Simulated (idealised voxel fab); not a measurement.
process module | voxel wiring stack
cross-section cut | 290 nm wide | cells 5 nm
A cross-section is a grid of square cells, given in bands from the top down. A band is one or more rows of cells.
Each band's line starts with the height of the band's top and of its bottom, in nm. Then come its materials from left to right, each with its width in nm. One material with "throughout" fills the band from edge to edge. "air" is empty space.
Height 0 is the level under which the wafer as received is all one material. The lowest band goes on downwards, as in "0 down".
A width such as "30 to 40" changes by the same amount from each row of cells to the next, from the band's top row to its bottom row.
"no change" after a step means that no cell of the cross-section changed.
closed voids: empty space of 8 cells or more with no open way to the top, each as width x height at its distance from the left edge, in nm
after a step's settings: what the simulator itself notes on the step
overlay nm, on a step with a mask: how far to the right of its planned place the mask lay; to the left if negative
plan
1 op RECEIVE | material Si
2 op CONFORMAL_DEP | material SiO2 | thk nm 10
3 op CONFORMAL_DEP | material SiN | thk nm 5
4 op DIRECTIONAL_DEP | material lowk | thk nm 15
5 op MASKED_ETCH | tone open | mask id METAL_1 | width nm 20 | pitch nm 50 | etch materials lowk | depth nm 15 | overlay nm 0
6 op MASKED_ETCH | tone open | mask id METAL_1 | width nm 20 | pitch nm 50 | etch materials SiN | depth nm 5 | overlay nm 0
7 op CONFORMAL_DEP | material TiN | thk nm 5
8 op FILL_DEP | material Cu | thk nm 5
9 op CMP | height nm 30
10 op CONFORMAL_DEP | material SiCN | thk nm 5
11 op DIRECTIONAL_DEP | material SiO2 | thk nm 30
12 op PATTERN | tone open | mask id METAL_2_HOLES | material resist | width nm 15 | pitch nm 50 | thk nm 15 | overlay nm -15
13 op DIRECTIONAL_ETCH | etch materials SiO2 | depth nm 30
14 op STRIP | etch materials resist
15 op MASKED_ETCH | tone open | mask id METAL_2 | width nm 20 | pitch nm 50 | etch materials SiO2 | depth nm 15 | overlay nm 0
16 op MASKED_ETCH | tone open | mask id METAL_2 | width nm 20 | pitch nm 50 | etch materials SiCN | depth nm 5 | overlay nm 0
17 op CONFORMAL_DEP | material TiN | thk nm 5
18 op FILL_DEP | material Cu | thk nm 5
19 op CMP | height nm 65
20 op CONFORMAL_DEP | material SiCN | thk nm 5
varied across the wafers: overlay nm of step 12. The plan shows the first wafer's value. All wafers start alike
first wafer as received, after step 1
  0 down: Si throughout
  closed voids: none
each wafer at the end: cells of each material gained (+) or lost (-) since it was received, then its closed voids
overlay nm -15 | +76 Cu | +116 SiCN | +42 SiN | +344 SiO2 | +108 TiN | +126 lowk | closed voids: none
overlay nm -10 | +68 Cu | +112 SiCN | +42 SiN | +356 SiO2 | +108 TiN | +126 lowk | closed voids: none
overlay nm -5 | +60 Cu | +108 SiCN | +42 SiN | +368 SiO2 | +108 TiN | +126 lowk | closed voids: none
overlay nm 0 | +56 Cu | +104 SiCN | +42 SiN | +380 SiO2 | +104 TiN | +126 lowk | closed voids: none
overlay nm 5 | +56 Cu | +104 SiCN | +42 SiN | +380 SiO2 | +104 TiN | +126 lowk | closed voids: none
overlay nm 10 | +60 Cu | +108 SiCN | +42 SiN | +368 SiO2 | +108 TiN | +126 lowk | closed voids: none
overlay nm 15 | +68 Cu | +112 SiCN | +42 SiN | +356 SiO2 | +108 TiN | +126 lowk | closed voids: none
